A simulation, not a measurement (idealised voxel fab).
You're looking at the process module voxel spacer lines.
Section cut is 260 nm wide and gridded with 5 nm square cells.
Notation: cross-section as square-cell grid; stated in bands, top first, going down; one or more cell rows per band.
Band: top height; bottom height; in nm. Then, left to right: material with width in nm, for each material. "everywhere": a single material spanning edge to edge. "air": empty space.
Heads up on the height convention: 0 is the point under which the incoming wafer is all one material, and the lowest band has no bottom, it just keeps going down, like "from 0 down".
Width spec "30..40" -> top row of cells at first value, bottom row at second value, equal per-row change in between.
A step reported as "no change occurred" is a step in which no cell of the cross-section changed.
If an empty space has no open way to the top and is at least 8 cells in size, "Tabulated closed voids" lists it, written width x height at distance, where distance is measured from the left edge and every value is in nm.
Step line, after settings: the simulator's comment on this step.
"overlay nm", when on a step's line for a step with a mask, measures how far to the right of its planned place the mask lay; a negative measure means to the left.

## Below is the list of planned process steps
1. op RECEIVE | material Si
2. op CONFORMAL_DEP | material Al2O3 | thk nm 10
3. op DIRECTIONAL_DEP | material SiN | thk nm 10
4. op DIRECTIONAL_DEP | material aC | thk nm 25
5. op PATTERN | tone cover | mask id MANDREL | material resist | width nm 15 | pitch nm 70 | thk nm 35 | overlay nm 0
6. op DIRECTIONAL_ETCH | etch materials aC | depth nm 25
7. op STRIP | etch materials resist
8. op CONFORMAL_DEP | material SiO2 | thk nm 10
9. op DIRECTIONAL_ETCH | etch materials SiO2 | depth nm 10
10. op STRIP | etch materials aC
11. op DIRECTIONAL_ETCH | etch materials SiN | depth nm 10
12. op STRIP | etch materials SiO2
The value of width nm given for step 5 in the plan refers to the first wafer; the wafers vary in this setting and are alike at the start.

## First of several wafers (as received, post step 1), cross-sectional view
	from 0 down  Si everywhere
	Tabulated closed voids: none

## Take any row and you have a wafer at the end of the module: how many cells of each material it has gained (+) or lost (-) since it was received, and then its closed voids
width nm 15 | +104 Al2O3 | +24 SiN | Tabulated closed voids: none
width nm 20 | +104 Al2O3 | +24 SiN | Tabulated closed voids: none
width nm 25 | +104 Al2O3 | +24 SiN | Tabulated closed voids: none
width nm 30 | +104 Al2O3 | +24 SiN | Tabulated closed voids: none
width nm 35 | +104 Al2O3 | +24 SiN | Tabulated closed voids: none
width nm 40 | +104 Al2O3 | +24 SiN | Tabulated closed voids: none
